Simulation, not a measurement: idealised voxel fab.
process module | voxel gate over fins
cross-section cut | 270 nm wide | cells 5 nm
A cross-section is a grid of square cells, given in bands from the top down. A band is one or more rows of cells.
Each band's line starts with the height of the band's top and of its bottom, in nm. Then come its materials from left to right, each with its width in nm. One material with "throughout" fills the band from edge to edge. "air" is empty space.
Height 0 is the level under which the wafer as received is all one material. The lowest band goes on downwards, as in "0 down".
A width such as "30 to 40" changes by the same amount from each row of cells to the next, from the band's top row to its bottom row.
"no change" after a step means that no cell of the cross-section changed.
closed voids: empty space of 8 cells or more with no open way to the top, each as width x height at its distance from the left edge, in nm
after a step's settings: what the simulator itself notes on the step
overlay nm, on a step with a mask: how far to the right of its planned place the mask lay; to the left if negative
plan
1 op RECEIVE | material Si
2 op CONFORMAL_DEP | material SiN | thk nm 5
3 op MASKED_ETCH | tone cover | mask id FINS | width nm 15 | pitch nm 55 | etch materials SiN | depth nm 5 | overlay nm 0
4 op MASKED_ETCH | tone cover | mask id FINS | width nm 15 | pitch nm 55 | etch materials Si | depth nm 35 | overlay nm -15
5 op OXIDIZE | depth nm 5
6 op FILL_DEP | material SiO2 | thk nm 15
7 op CMP | height nm 5
8 op PATTERN | tone open | mask id RAIL | material resist | width nm 15 | thk nm 20 | overlay nm 0
9 op DIRECTIONAL_ETCH | etch materials SiO2 | depth nm 35
10 op STRIP | etch materials resist
11 op CONFORMAL_DEP | material TiN | thk nm 5
12 op FILL_DEP | material Ru | thk nm 5
13 op CMP | height nm 5
14 op SELECTIVE_ETCH | etch materials W Ru TiN | depth nm 20
15 op FILL_DEP | material SiO2 | thk nm 5
16 op CMP | height nm 5
17 op SELECTIVE_ETCH | etch materials SiO2 | depth nm 15
18 op STRIP | etch materials SiN
19 op CONFORMAL_DEP | material HfO2 | thk nm 5
20 op CONFORMAL_DEP | material TiN | thk nm 5
21 op FILL_DEP | material W | thk nm 15
22 op CMP | height nm 20
23 op CONFORMAL_DEP | material SiCN | thk nm 5
varied across the wafers: overlay nm of step 4. The plan shows the first wafer's value. All wafers start alike
first wafer as received, after step 1
  0 down: Si throughout
  closed voids: none
first wafer at the end, after step 23
  25 to 20: SiCN throughout
  20 to 10: W throughout
  10 to 5: W 40 | TiN 25 | W 30 | TiN 25 | W 30 | TiN 25 | W 30 | TiN 25 | W 40
  5 to 0: W 25 | TiN 20 | HfO2 15 | TiN 5 | W 15 | TiN 20 | HfO2 15 | TiN 5 | W 15 | TiN 20 | HfO2 15 | TiN 5 | W 15 | TiN 20 | HfO2 15 | TiN 5 | W 40
  0 to -5: TiN 30 | HfO2 20 | Si 5 | HfO2 5 | TiN 25 | HfO2 20 | Si 5 | HfO2 5 | TiN 25 | HfO2 20 | Si 5 | HfO2 5 | TiN 25 | HfO2 20 | Si 5 | HfO2 5 | TiN 45
  -5 to -10: HfO2 35 | Si 20 | HfO2 35 | Si 20 | HfO2 35 | Si 20 | HfO2 35 | Si 20 | HfO2 50
  -10 to -15: SiO2 35 | Si 20 | SiO2 35 | Si 20 | SiO2 35 | Si 20 | SiO2 35 | Si 20 | SiO2 50
  -15 to -25: SiO2 35 | Si 20 | SiO2 15 | TiN 5 | Ru 5 | TiN 5 | SiO2 5 | Si 20 | SiO2 35 | Si 20 | SiO2 35 | Si 20 | SiO2 50
  -25 to -30: SiO2 35 | Si 20 | SiO2 15 | TiN 15 | SiO2 5 | Si 20 | SiO2 35 | Si 20 | SiO2 35 | Si 20 | SiO2 50
  -30 to -40: SiO2 35 | Si 20 | SiO2 35 | Si 20 | SiO2 35 | Si 20 | SiO2 35 | Si 20 | SiO2 50
  -40 down: Si throughout
  closed voids: none
last wafer at the end
  25 to 20: SiCN throughout
  20 to 10: W throughout
  10 to 5: W 40 | TiN 25 | W 30 | TiN 25 | W 30 | TiN 25 | W 30 | TiN 25 | W 40
  5 to 0: W 40 | TiN 5 | HfO2 15 | TiN 20 | W 15 | TiN 5 | HfO2 15 | TiN 20 | W 15 | TiN 5 | HfO2 15 | TiN 20 | W 15 | TiN 5 | HfO2 15 | TiN 20 | W 25
  0 to -5: TiN 45 | HfO2 5 | Si 5 | HfO2 20 | TiN 25 | HfO2 5 | Si 5 | HfO2 20 | TiN 25 | HfO2 5 | Si 5 | HfO2 20 | TiN 25 | HfO2 5 | Si 5 | HfO2 20 | TiN 30
  -5 to -10: HfO2 50 | Si 20 | HfO2 35 | Si 20 | HfO2 35 | Si 20 | HfO2 35 | Si 20 | HfO2 35
  -10 to -15: SiO2 50 | Si 20 | SiO2 35 | Si 20 | SiO2 35 | Si 20 | SiO2 35 | Si 20 | SiO2 35
  -15 to -25: SiO2 50 | Si 20 | TiN 5 | Ru 5 | TiN 5 | SiO2 20 | Si 20 | SiO2 35 | Si 20 | SiO2 35 | Si 20 | SiO2 35
  -25 to -30: SiO2 50 | Si 20 | TiN 15 | SiO2 20 | Si 20 | SiO2 35 | Si 20 | SiO2 35 | Si 20 | SiO2 35
  -30 to -40: SiO2 50 | Si 20 | SiO2 35 | Si 20 | SiO2 35 | Si 20 | SiO2 35 | Si 20 | SiO2 35
  -40 down: Si throughout
  closed voids: none
each wafer at the end: cells of each material gained (+) or lost (-) since it was received, then its closed voids
overlay nm -15 | +70 HfO2 | +2 Ru | -316 Si | +54 SiCN | +219 SiO2 | +77 TiN | +164 W | closed voids: none
overlay nm -10 | +70 HfO2 | +2 Ru | -344 Si | +54 SiCN | +243 SiO2 | +77 TiN | +168 W | closed voids: none
overlay nm -5 | +70 HfO2 | +2 Ru | -372 Si | +54 SiCN | +267 SiO2 | +77 TiN | +172 W | closed voids: none
overlay nm 0 | +70 HfO2 | +2 Ru | -400 Si | +54 SiCN | +291 SiO2 | +77 TiN | +176 W | closed voids: none
overlay nm 5 | +70 HfO2 | +2 Ru | -372 Si | +54 SiCN | +267 SiO2 | +77 TiN | +172 W | closed voids: none
overlay nm 10 | +70 HfO2 | +2 Ru | -344 Si | +54 SiCN | +243 SiO2 | +77 TiN | +168 W | closed voids: none
overlay nm 15 | +70 HfO2 | +2 Ru | -316 Si | +54 SiCN | +219 SiO2 | +77 TiN | +164 W | closed voids: none
